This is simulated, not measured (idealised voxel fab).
Documented hereafter: the process module known as voxel self aligned vias.
Cross-section cut: width 265 nm, square cells of 5 nm.
Heads up, the way a cross-section reads in here is a grid of square cells, handed over as bands from the top down, with every band being one or more rows of cells. For a band, the entry starts with two heights in nm, that of the top and then that of the bottom, and carries on with the band's materials in order from left to right, each alongside its width in nm; the word "everywhere" beside a single material means it fills the band edge to edge, and "blank" means empty space. It should be noted that heights are counted from 0, beneath which the wafer as supplied is of one material throughout, and that the lowest band possesses no lower boundary but continues downward, as written in "z 0 and below". A width given as "30->40" starts at the first number in the band's top row and ends at the second number in its bottom row, shifting by an equal amount at every step from row to row. "identical to before" -> step changed no cross-section cell. So "closed voids" is basically the list of trapped voids: any empty space of 8 cells or more that can't reach the top through an opening. They're written width x height at distance, the distance being from the left edge, and it's all nm. Formally, on a step line, whatever follows the settings is a remark that the simulator itself makes on the step. "overlay nm" answers the question of how far to the right of plan the mask lay on a step that has a mask, and when it is negative the answer is to the left.
Set out below are the planned steps of the process
step 1: RECEIVE: material Si
step 2: CONFORMAL_DEP: material SiO2, thk nm 10
step 3: CONFORMAL_DEP: material SiCN, thk nm 5
step 4: DIRECTIONAL_DEP: material lowk, thk nm 25
step 5: MASKED_ETCH: tone open, mask id LINES, width nm 25, pitch nm 65, etch materials lowk, depth nm 25, overlay nm 0
step 6: CONFORMAL_DEP: material TiN, thk nm 5
step 7: FILL_DEP: material W, thk nm 5
step 8: CMP: height nm 40
step 9: SELECTIVE_ETCH: etch materials W Ru TiN, depth nm 10
step 10: FILL_DEP: material SiN, thk nm 10
step 11: CMP: height nm 40
step 12: DIRECTIONAL_DEP: material lowk, thk nm 15
step 13: DIRECTIONAL_DEP: material aC, thk nm 15
step 14: PATTERN: tone open, mask id VIAS, material resist, width nm 35, pitch nm 130, thk nm 30, overlay nm 0
step 15: DIRECTIONAL_ETCH: etch materials aC, depth nm 15
step 16: STRIP: etch materials resist
step 17: DIRECTIONAL_ETCH: etch materials lowk, depth nm 15
step 18: DIRECTIONAL_ETCH: etch materials SiN, depth nm 10
step 19: STRIP: etch materials aC
step 20: CONFORMAL_DEP: material TiN, thk nm 5
step 21: FILL_DEP: material Cu, thk nm 5
step 22: CMP: height nm 55
step 23: CONFORMAL_DEP: material SiCN, thk nm 5
First of two wafers: run as planned
Cross-section: wafer on arrival = after step 1
* z 0 and below = Si everywhere
* closed voids: none
Take a look at the wafer's cross-section after step 2
* z 10 to 0 = SiO2 everywhere
* Heights below 0 show no change.
Take a look at the wafer's cross-section after step 3
* z 15 to 10 = SiCN everywhere
* Heights below 10 show no change.
Take a look at the wafer's cross-section after step 4
* z 40 to 15 = lowk everywhere
* Heights below 15 show no change.
Take a look at the wafer's cross-section after step 5
* z 40 to 15 = lowk 55 nm | blank 25 nm | lowk 40 nm | blank 25 nm | lowk 40 nm | blank 25 nm | lowk 55 nm
* Heights below 15 show no change.
Take a look at the wafer's cross-section after step 6
* z 45 to 40 = TiN 60 nm | blank 15 nm | TiN 50 nm | blank 15 nm | TiN 50 nm | blank 15 nm | TiN 60 nm
* z 40 to 20 = lowk 55 nm | TiN 5 nm | blank 15 nm | TiN 5 nm | lowk 40 nm | TiN 5 nm | blank 15 nm | TiN 5 nm | lowk 40 nm | TiN 5 nm | blank 15 nm | TiN 5 nm | lowk 55 nm
* z 20 to 15 = lowk 55 nm | TiN 25 nm | lowk 40 nm | TiN 25 nm | lowk 40 nm | TiN 25 nm | lowk 55 nm
* Heights below 15 show no change.
Take a look at the wafer's cross-section after step 7
* z 50 to 45 = W everywhere
* z 45 to 40 = TiN 60 nm | W 15 nm | TiN 50 nm | W 15 nm | TiN 50 nm | W 15 nm | TiN 60 nm
* z 40 to 20 = lowk 55 nm | TiN 5 nm | W 15 nm | TiN 5 nm | lowk 40 nm | TiN 5 nm | W 15 nm | TiN 5 nm | lowk 40 nm | TiN 5 nm | W 15 nm | TiN 5 nm | lowk 55 nm
* Heights below 20 show no change.
Take a look at the wafer's cross-section after step 8
* z 40 to 20 = lowk 55 nm | TiN 5 nm | W 15 nm | TiN 5 nm | lowk 40 nm | TiN 5 nm | W 15 nm | TiN 5 nm | lowk 40 nm | TiN 5 nm | W 15 nm | TiN 5 nm | lowk 55 nm
* Heights below 20 show no change.
Take a look at the wafer's cross-section after step 9
* z 40 to 30 = lowk 55 nm | blank 25 nm | lowk 40 nm | blank 25 nm | lowk 40 nm | blank 25 nm | lowk 55 nm
* Heights below 30 show no change.
Take a look at the wafer's cross-section after step 10
* z 50 to 40 = SiN everywhere
* z 40 to 30 = lowk 55 nm | SiN 25 nm | lowk 40 nm | SiN 25 nm | lowk 40 nm | SiN 25 nm | lowk 55 nm
* Heights below 30 show no change.
Take a look at the wafer's cross-section after step 11
* z 40 to 30 = lowk 55 nm | SiN 25 nm | lowk 40 nm | SiN 25 nm | lowk 40 nm | SiN 25 nm | lowk 55 nm
* Heights below 30 show no change.
Take a look at the wafer's cross-section after step 12
* z 55 to 40 = lowk everywhere
* Heights below 40 show no change.
Take a look at the wafer's cross-section after step 13
* z 70 to 55 = aC everywhere
* Heights below 55 show no change.
Take a look at the wafer's cross-section after step 14
* z 100 to 70 = resist 50 nm | blank 35 nm | resist 95 nm | blank 35 nm | resist 50 nm
* Heights below 70 show no change.
Take a look at the wafer's cross-section after step 15
* z 85 to 70 = resist 50 nm | blank 35 nm | resist 95 nm | blank 35 nm | resist 50 nm
* z 70 to 55 = aC 50 nm | blank 35 nm | aC 95 nm | blank 35 nm | aC 50 nm
* Heights below 55 show no change.
Take a look at the wafer's cross-section after step 16
* z 70 to 55 = aC 50 nm | blank 35 nm | aC 95 nm | blank 35 nm | aC 50 nm
* Heights below 55 show no change.
Take a look at the wafer's cross-section after step 17
* z 70 to 55 = aC 50 nm | blank 35 nm | aC 95 nm | blank 35 nm | aC 50 nm
* z 55 to 40 = lowk 50 nm | blank 35 nm | lowk 95 nm | blank 35 nm | lowk 50 nm
* Heights below 40 show no change.
Take a look at the wafer's cross-section after step 18
* z 70 to 55 = aC 50 nm | blank 35 nm | aC 95 nm | blank 35 nm | aC 50 nm
* z 55 to 40 = lowk 50 nm | blank 35 nm | lowk 95 nm | blank 35 nm | lowk 50 nm
* z 40 to 30 = lowk 55 nm | blank 25 nm | lowk 40 nm | SiN 25 nm | lowk 40 nm | blank 25 nm | lowk 55 nm
* Heights below 30 show no change.
Take a look at the wafer's cross-section after step 19
* z 55 to 40 = lowk 50 nm | blank 35 nm | lowk 95 nm | blank 35 nm | lowk 50 nm
* Heights below 40 show no change.
Take a look at the wafer's cross-section after step 20
* z 60 to 55 = TiN 55 nm | blank 25 nm | TiN 105 nm | blank 25 nm | TiN 55 nm
* z 55 to 45 = lowk 50 nm | TiN 5 nm | blank 25 nm | TiN 5 nm | lowk 95 nm | TiN 5 nm | blank 25 nm | TiN 5 nm | lowk 50 nm
* z 45 to 40 = lowk 50 nm | TiN 10 nm | blank 15 nm | TiN 10 nm | lowk 95 nm | TiN 10 nm | blank 15 nm | TiN 10 nm | lowk 50 nm
* z 40 to 35 = lowk 55 nm | TiN 5 nm | blank 15 nm | TiN 5 nm | lowk 40 nm | SiN 25 nm | lowk 40 nm | TiN 5 nm | blank 15 nm | TiN 5 nm | lowk 55 nm
* z 35 to 30 = lowk 55 nm | TiN 25 nm | lowk 40 nm | SiN 25 nm | lowk 40 nm | TiN 25 nm | lowk 55 nm
* Heights below 30 show no change.
Take a look at the wafer's cross-section after step 21
* z 65 to 60 = Cu everywhere
* z 60 to 55 = TiN 55 nm | Cu 25 nm | TiN 105 nm | Cu 25 nm | TiN 55 nm
* z 55 to 45 = lowk 50 nm | TiN 5 nm | Cu 25 nm | TiN 5 nm | lowk 95 nm | TiN 5 nm | Cu 25 nm | TiN 5 nm | lowk 50 nm
* z 45 to 40 = lowk 50 nm | TiN 10 nm | Cu 15 nm | TiN 10 nm | lowk 95 nm | TiN 10 nm | Cu 15 nm | TiN 10 nm | lowk 50 nm
* z 40 to 35 = lowk 55 nm | TiN 5 nm | Cu 15 nm | TiN 5 nm | lowk 40 nm | SiN 25 nm | lowk 40 nm | TiN 5 nm | Cu 15 nm | TiN 5 nm | lowk 55 nm
* Heights below 35 show no change.
Take a look at the wafer's cross-section after step 22
* z 55 to 45 = lowk 50 nm | TiN 5 nm | Cu 25 nm | TiN 5 nm | lowk 95 nm | TiN 5 nm | Cu 25 nm | TiN 5 nm | lowk 50 nm
* Heights below 45 show no change.
Take a look at the wafer's cross-section after step 23
* z 60 to 55 = SiCN everywhere
* Heights below 55 show no change.
The second wafer was prepared from the same starting point and under the same plan as the first; its processing contained one mistake, and it remains indistinguishable from the first wafer up to and including step 4
Second wafer, sectioned view, at step 5's planned end time
* z 40 to 15 = lowk 65 nm | blank 25 nm | lowk 40 nm | blank 25 nm | lowk 40 nm | blank 25 nm | lowk 45 nm
* Heights below 15 show no change.
Second wafer, sectioned view, at step 6's planned end time
* z 45 to 40 = TiN 70 nm | blank 15 nm | TiN 50 nm | blank 15 nm | TiN 50 nm | blank 15 nm | TiN 50 nm
* z 40 to 20 = lowk 65 nm | TiN 5 nm | blank 15 nm | TiN 5 nm | lowk 40 nm | TiN 5 nm | blank 15 nm | TiN 5 nm | lowk 40 nm | TiN 5 nm | blank 15 nm | TiN 5 nm | lowk 45 nm
* z 20 to 15 = lowk 65 nm | TiN 25 nm | lowk 40 nm | TiN 25 nm | lowk 40 nm | TiN 25 nm | lowk 45 nm
* Heights below 15 show no change.
Second wafer, sectioned view, at step 7's planned end time
* z 50 to 45 = W everywhere
* z 45 to 40 = TiN 70 nm | W 15 nm | TiN 50 nm | W 15 nm | TiN 50 nm | W 15 nm | TiN 50 nm
* z 40 to 20 = lowk 65 nm | TiN 5 nm | W 15 nm | TiN 5 nm | lowk 40 nm | TiN 5 nm | W 15 nm | TiN 5 nm | lowk 40 nm | TiN 5 nm | W 15 nm | TiN 5 nm | lowk 45 nm
* Heights below 20 show no change.
Second wafer, sectioned view, at step 8's planned end time
* z 40 to 20 = lowk 65 nm | TiN 5 nm | W 15 nm | TiN 5 nm | lowk 40 nm | TiN 5 nm | W 15 nm | TiN 5 nm | lowk 40 nm | TiN 5 nm | W 15 nm | TiN 5 nm | lowk 45 nm
* Heights below 20 show no change.
Second wafer, sectioned view, at step 9's planned end time
* z 40 to 30 = lowk 65 nm | blank 25 nm | lowk 40 nm | blank 25 nm | lowk 40 nm | blank 25 nm | lowk 45 nm
* Heights below 30 show no change.
Second wafer, sectioned view, at step 10's planned end time
* z 50 to 40 = SiN everywhere
* z 40 to 30 = lowk 65 nm | SiN 25 nm | lowk 40 nm | SiN 25 nm | lowk 40 nm | SiN 25 nm | lowk 45 nm
* Heights below 30 show no change.
Second wafer, sectioned view, at step 11's planned end time
* z 40 to 30 = lowk 65 nm | SiN 25 nm | lowk 40 nm | SiN 25 nm | lowk 40 nm | SiN 25 nm | lowk 45 nm
* Heights below 30 show no change.
Second wafer, sectioned view, at step 12's planned end time
* z 55 to 40 = lowk everywhere
* Heights below 40 show no change.
Second wafer, sectioned view, at step 13's planned end time
* z 70 to 55 = aC everywhere
* Heights below 55 show no change.
Second wafer, sectioned view, at step 14's planned end time
* z 100 to 70 = resist 50 nm | blank 35 nm | resist 95 nm | blank 35 nm | resist 50 nm
* Heights below 70 show no change.
Second wafer, sectioned view, at step 15's planned end time
* z 85 to 70 = resist 50 nm | blank 35 nm | resist 95 nm | blank 35 nm | resist 50 nm
* z 70 to 55 = aC 50 nm | blank 35 nm | aC 95 nm | blank 35 nm | aC 50 nm
* Heights below 55 show no change.
Second wafer, sectioned view, at step 16's planned end time
* z 70 to 55 = aC 50 nm | blank 35 nm | aC 95 nm | blank 35 nm | aC 50 nm
* Heights below 55 show no change.
Second wafer, sectioned view, at step 17's planned end time
* z 70 to 55 = aC 50 nm | blank 35 nm | aC 95 nm | blank 35 nm | aC 50 nm
* z 55 to 40 = lowk 50 nm | blank 35 nm | lowk 95 nm | blank 35 nm | lowk 50 nm
* Heights below 40 show no change.
Second wafer, sectioned view, at step 18's planned end time
* z 70 to 55 = aC 50 nm | blank 35 nm | aC 95 nm | blank 35 nm | aC 50 nm
* z 55 to 40 = lowk 50 nm | blank 35 nm | lowk 95 nm | blank 35 nm | lowk 50 nm
* z 40 to 30 = lowk 65 nm | blank 20 nm | SiN 5 nm | lowk 40 nm | SiN 25 nm | lowk 40 nm | blank 20 nm | SiN 5 nm | lowk 45 nm
* Heights below 30 show no change.
Second wafer, sectioned view, at step 19's planned end time
* z 55 to 40 = lowk 50 nm | blank 35 nm | lowk 95 nm | blank 35 nm | lowk 50 nm
* Heights below 40 show no change.
Second wafer, sectioned view, at step 20's planned end time
* z 60 to 55 = TiN 55 nm | blank 25 nm | TiN 105 nm | blank 25 nm | TiN 55 nm
* z 55 to 45 = lowk 50 nm | TiN 5 nm | blank 25 nm | TiN 5 nm | lowk 95 nm | TiN 5 nm | blank 25 nm | TiN 5 nm | lowk 50 nm
* z 45 to 40 = lowk 50 nm | TiN 20 nm | blank 10 nm | TiN 5 nm | lowk 95 nm | TiN 20 nm | blank 10 nm | TiN 5 nm | lowk 50 nm
* z 40 to 35 = lowk 65 nm | TiN 5 nm | blank 10 nm | TiN 5 nm | SiN 5 nm | lowk 40 nm | SiN 25 nm | lowk 40 nm | TiN 5 nm | blank 10 nm | TiN 5 nm | SiN 5 nm | lowk 45 nm
* z 35 to 30 = lowk 65 nm | TiN 20 nm | SiN 5 nm | lowk 40 nm | SiN 25 nm | lowk 40 nm | TiN 20 nm | SiN 5 nm | lowk 45 nm
* Heights below 30 show no change.
Second wafer, sectioned view, at step 21's planned end time
* z 65 to 60 = Cu everywhere
* z 60 to 55 = TiN 55 nm | Cu 25 nm | TiN 105 nm | Cu 25 nm | TiN 55 nm
* z 55 to 45 = lowk 50 nm | TiN 5 nm | Cu 25 nm | TiN 5 nm | lowk 95 nm | TiN 5 nm | Cu 25 nm | TiN 5 nm | lowk 50 nm
* z 45 to 40 = lowk 50 nm | TiN 20 nm | Cu 10 nm | TiN 5 nm | lowk 95 nm | TiN 20 nm | Cu 10 nm | TiN 5 nm | lowk 50 nm
* z 40 to 35 = lowk 65 nm | TiN 5 nm | Cu 10 nm | TiN 5 nm | SiN 5 nm | lowk 40 nm | SiN 25 nm | lowk 40 nm | TiN 5 nm | Cu 10 nm | TiN 5 nm | SiN 5 nm | lowk 45 nm
* Heights below 35 show no change.
Second wafer, sectioned view, at step 22's planned end time
* z 55 to 45 = lowk 50 nm | TiN 5 nm | Cu 25 nm | TiN 5 nm | lowk 95 nm | TiN 5 nm | Cu 25 nm | TiN 5 nm | lowk 50 nm
* Heights below 45 show no change.
Second wafer, sectioned view, at step 23's planned end time
* z 60 to 55 = SiCN everywhere
* Heights below 55 show no change.
Nonconformance to the process plan: so step 5 ended up running with a different setting than we planned, it ran as MASKED_ETCH: tone open, mask id LINES, width nm 25, pitch nm 65, etch materials lowk, depth nm 25, overlay nm 10
Final comparison by cell count, materials where the second wafer has more or fewer than the first: 4 fewer of Cu, 4 more of SiN
